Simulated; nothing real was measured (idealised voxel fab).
Documented hereafter: the process module known as voxel self aligned contacts.
The cross-section on display is named cut; it measures 210 nm wide, and its cells are 5 nm squares.
When this document writes out a cross-section, it uses a grid of square cells and lists it as bands, beginning at the top and moving down, with a band standing for one or more rows of cells.
Band entry format. Leading values: height of top, height of bottom, nm. Remainder: materials in left-to-right order, each with its width in nm. Special words: "full width" on a single material, which then fills the band edge to edge; "air", empty space.
Height is counted from the level 0, under which the received wafer is composed throughout of one material. The lowest of the bands is not closed at the bottom but continues downward, in the notation "0..down".
Width spec "30 to 40" -> top row of cells at first value, bottom row at second value, equal per-row change in between.
"changes: none", as given for a step, is the statement that not any cell of the cross-section underwent a change during that step.
Closed-off voids of 8+ cells (no open route to the top) go in "Enclosed void entries", written width x height at distance from the left edge, in nm.
Where a step's line continues beyond its settings, the continuation is a remark by the simulator itself on that step.
The optional step-line setting "overlay nm" applies to steps with a mask and quantifies how far to the right of its planned location the mask lay, a negative value indicating leftward placement.
Planned step list for the process
1) RECEIVE [material Si]
2) CONFORMAL_DEP [material SiO2] [thk nm 5]
3) DIRECTIONAL_DEP [material polySi] [thk nm 30]
4) DIRECTIONAL_DEP [material SiN] [thk nm 15]
5) MASKED_ETCH [tone cover] [mask id GATE] [width nm 30] [pitch nm 55] [etch materials SiN] [depth nm 15] [overlay nm 0]
6) MASKED_ETCH [tone cover] [mask id GATE] [width nm 30] [pitch nm 55] [etch materials polySi] [depth nm 30] [overlay nm 0]
7) CONFORMAL_DEP [material SiN] [thk nm 5]
8) DIRECTIONAL_ETCH [etch materials SiN] [depth nm 5]
9) FILL_DEP [material SiO2] [thk nm 20]
10) CMP [height nm 60]
11) MASKED_ETCH [tone open] [mask id CONTACT] [width nm 35] [etch materials SiO2] [depth nm 60] [overlay nm -15]
12) CONFORMAL_DEP [material TiN] [thk nm 5]
13) FILL_DEP [material Ru] [thk nm 5]
14) CMP [height nm 60]
15) CONFORMAL_DEP [material SiCN] [thk nm 5]
The value of overlay nm given for step 11 in the plan refers to the first wafer; the wafers vary in this setting and are alike at the start.
After step 1, as received: first of several wafers, cross-section
* 0..down: Si full width
* Enclosed void entries: none
For your reference, the table is organized with a row per wafer; each row reflects the wafer at the end of the module, indicating for each material the cells gained (+) or lost (-) since receipt, and thereafter its closed voids
overlay nm -15, +5 Ru, +42 SiCN, +72 SiN, +326 SiO2, +29 TiN, +72 polySi, Enclosed void entries: none
overlay nm -10, +15 Ru, +42 SiCN, +72 SiN, +316 SiO2, +29 TiN, +72 polySi, Enclosed void entries: none
overlay nm -5, +15 Ru, +42 SiCN, +72 SiN, +316 SiO2, +29 TiN, +72 polySi, Enclosed void entries: none
overlay nm 0, +15 Ru, +42 SiCN, +72 SiN, +316 SiO2, +29 TiN, +72 polySi, Enclosed void entries: none
overlay nm 5, +15 Ru, +42 SiCN, +72 SiN, +316 SiO2, +29 TiN, +72 polySi, Enclosed void entries: none
overlay nm 10, +15 Ru, +42 SiCN, +72 SiN, +316 SiO2, +29 TiN, +72 polySi, Enclosed void entries: none
overlay nm 15, +5 Ru, +42 SiCN, +72 SiN, +326 SiO2, +29 TiN, +72 polySi, Enclosed void entries: none
